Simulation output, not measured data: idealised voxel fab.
process module | voxel capacitor over wiring
cross-section cut | 195 nm wide | cells 5 nm
A cross-section is a grid of square cells, given in bands from the top down. A band is one or more rows of cells.
Each band's line starts with the height of the band's top and of its bottom, in nm. Then come its materials from left to right, each with its width in nm. One material with "throughout" fills the band from edge to edge. "air" is empty space.
Height 0 is the level under which the wafer as received is all one material. The lowest band goes on downwards, as in "0 down".
A width such as "30 to 40" changes by the same amount from each row of cells to the next, from the band's top row to its bottom row.
"no change" after a step means that no cell of the cross-section changed.
closed voids: empty space of 8 cells or more with no open way to the top, each as width x height at its distance from the left edge, in nm
after a step's settings: what the simulator itself notes on the step
overlay nm, on a step with a mask: how far to the right of its planned place the mask lay; to the left if negative
plan
1 op RECEIVE | material Si
2 op CONFORMAL_DEP | material SiO2 | thk nm 15
3 op CONFORMAL_DEP | material SiN | thk nm 5
4 op DIRECTIONAL_DEP | material SiO2 | thk nm 20
5 op DIRECTIONAL_DEP | material aC | thk nm 15
6 op PATTERN | tone open | mask id METAL_1 | material resist | width nm 25 | pitch nm 75 | thk nm 35 | overlay nm 0
7 op DIRECTIONAL_ETCH | etch materials aC | depth nm 15
8 op STRIP | etch materials resist
9 op DIRECTIONAL_ETCH | etch materials SiO2 | depth nm 20
10 op DIRECTIONAL_ETCH | etch materials SiN | depth nm 5
11 op STRIP | etch materials aC
12 op CONFORMAL_DEP | material TiN | thk nm 5
13 op FILL_DEP | material Ru | thk nm 5
14 op CMP | height nm 40
15 op CONFORMAL_DEP | material SiCN | thk nm 5
16 op DIRECTIONAL_DEP | material lowk | thk nm 10
17 op MASKED_ETCH | tone open | mask id PLUG_1 | width nm 15 | etch materials lowk | depth nm 10 | overlay nm 0
18 op MASKED_ETCH | tone open | mask id PLUG_1 | width nm 15 | etch materials SiCN | depth nm 5 | overlay nm 0
19 op EPI | material Ru | thk nm 10
20 op EPI | material Ru | thk nm 5
21 op DIRECTIONAL_DEP | material TiN | thk nm 10
22 op DIRECTIONAL_DEP | material HfO2 | thk nm 5
23 op DIRECTIONAL_DEP | material TiN | thk nm 10
24 op PATTERN | tone cover | mask id UPPER_PLATE | material resist | width nm 55 | thk nm 15 | overlay nm 0
25 op DIRECTIONAL_ETCH | etch materials TiN | depth nm 10
26 op DIRECTIONAL_ETCH | etch materials HfO2 | depth nm 5
27 op STRIP | etch materials resist
28 op PATTERN | tone cover | mask id LOWER_PLATE | material resist | width nm 65 | thk nm 15 | overlay nm 0
29 op DIRECTIONAL_ETCH | etch materials TiN | depth nm 10
30 op STRIP | etch materials resist
31 op FILL_DEP | material SiO2 | thk nm 20
32 op CMP | height nm 95
33 op PATTERN | tone open | mask id PLUG_2 | material resist | width nm 15 | thk nm 20 | overlay nm 0
34 op DIRECTIONAL_ETCH | etch materials SiO2 | depth nm 15
35 op STRIP | etch materials resist
36 op CONFORMAL_DEP | material TiN | thk nm 5
37 op FILL_DEP | material Ru | thk nm 5
38 op CMP | height nm 95
39 op CONFORMAL_DEP | material SiCN | thk nm 5
as received, after step 1
  0 down: Si throughout
  closed voids: none
first wafer at the end, as planned
  100 to 95: SiCN throughout
  95 to 85: SiO2 65 | TiN 5 | Ru 5 | TiN 5 | SiO2 115
  85 to 80: SiO2 65 | TiN 15 | SiO2 115
  80 to 70: SiO2 55 | TiN 55 | SiO2 85
  70 to 65: SiO2 55 | HfO2 55 | SiO2 85
  65 to 55: SiO2 50 | TiN 65 | SiO2 80
  55 to 45: lowk 55 | Ru 15 | lowk 125
  45 to 40: SiCN 55 | Ru 15 | SiCN 125
  40 to 20: SiO2 45 | TiN 5 | Ru 15 | TiN 5 | SiO2 50 | TiN 5 | Ru 15 | TiN 5 | SiO2 50
  20 to 15: SiN 45 | TiN 25 | SiN 50 | TiN 25 | SiN 50
  15 to 0: SiO2 throughout
  0 down: Si throughout
  closed voids: none
second wafer at the end: like start, like plan, one mistake
  100 to 95: SiCN throughout
  95 to 90: SiO2 65 | TiN 15 | SiO2 115
  90 to 80: SiO2 55 | TiN 25 | SiO2 115
  80 to 75: SiO2 55 | HfO2 25 | TiN 30 | SiO2 85
  75 to 70: SiO2 50 | TiN 60 | SiO2 85
  70 to 65: SiO2 50 | TiN 30 | HfO2 30 | SiO2 85
  65 to 55: SiO2 45 | Ru 35 | TiN 35 | SiO2 80
  55 to 45: lowk 55 | Ru 15 | lowk 125
  45 to 40: SiCN 55 | Ru 15 | SiCN 125
  40 to 20: SiO2 45 | TiN 5 | Ru 15 | TiN 5 | SiO2 50 | TiN 5 | Ru 15 | TiN 5 | SiO2 50
  20 to 15: SiN 45 | TiN 25 | SiN 50 | TiN 25 | SiN 50
  15 to 0: SiO2 throughout
  0 down: Si throughout
  closed voids: none
what went wrong: step 19 was run twice
at the end the second wafer has, in cells: 12 more of Ru | 8 fewer of SiO2 | 4 fewer of TiN
